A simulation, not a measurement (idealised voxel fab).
Name of the process module below: voxel double patterning
Cross-section cut spans 205 nm and uses square cells 5 nm in size.
Cross-section spec: square-cell grid; bands listed top down; each band is one or more rows. Basically the band line says how high the top is and how high the bottom is, in nm, and then what's in it from left to right, every material with its width in nm. Empty space shows up as "blank", and if a single material carries "throughout" it runs the full band edge to edge. Note: height 0 marks the level under which the wafer is uniformly one material as received. Lowest band unbounded below, written "top 0, no bottom". The two numbers in a width such as "30..40" mark its ends across the band: the first belongs to the top row of cells, the second to the bottom row, and from each row to the next the width moves by the same amount. Basically "remained the same" means that step didn't change any cell in the cross-section. Look at "Enclosed void catalog" for the closed voids: empty spaces with no open path to the top, sized 8 cells or up. Each is width x height at distance, distance from the left edge, all nm. What comes after the settings on a step's line is commentary from the simulator itself on that step. "overlay nm", when on a step's line for a step with a mask, measures how far to the right of its planned place the mask lay; a negative measure means to the left.

The steps planned for the process are as follows:
step 1: RECEIVE,material Si
step 2: CONFORMAL_DEP,material SiO2,thk nm 10
step 3: DIRECTIONAL_DEP,material TiN,thk nm 15
step 4: DIRECTIONAL_DEP,material SiCN,thk nm 10
step 5: MASKED_ETCH,tone open,mask id FIRST,width nm 15,pitch nm 50,etch materials SiCN,depth nm 10,overlay nm 0
step 6: MASKED_ETCH,tone open,mask id SECOND,width nm 15,etch materials SiCN,depth nm 10,overlay nm 0
step 7: DIRECTIONAL_ETCH,etch materials TiN,depth nm 15
step 8: STRIP,etch materials SiCN

Cross-section of the wafer at receipt, which is the condition after step 1:
> top 0, no bottom  Si throughout
> Enclosed void catalog: none

Cross-section taken at module completion on the first of two wafers; processed per the plan:
> top 25, bottom 10  70 TiN, then 15 blank, then 10 TiN, then 15 blank, then 10 TiN, then 15 blank, then 70 TiN
> top 10, bottom 0  SiO2 throughout
> top 0, no bottom  Si throughout
> Enclosed void catalog: none

Wafer two, end of module, cross-section. Same start, same plan as wafer one. One mistake in the run:
> top 25, bottom 10  70 TiN, then 30 blank, then 20 TiN, then 15 blank, then 70 TiN
> top 10, bottom 0  SiO2 throughout
> top 0, no bottom  Si throughout
> Enclosed void catalog: none
Where did the run depart from the plan? step 6 did not use the planned setting and instead ran as MASKED_ETCH,tone open,mask id SECOND,width nm 15,etch materials SiCN,depth nm 10,overlay nm -10
So at the finish, the second wafer's got exactly as many cells of each material as the first, just not in the same spots.
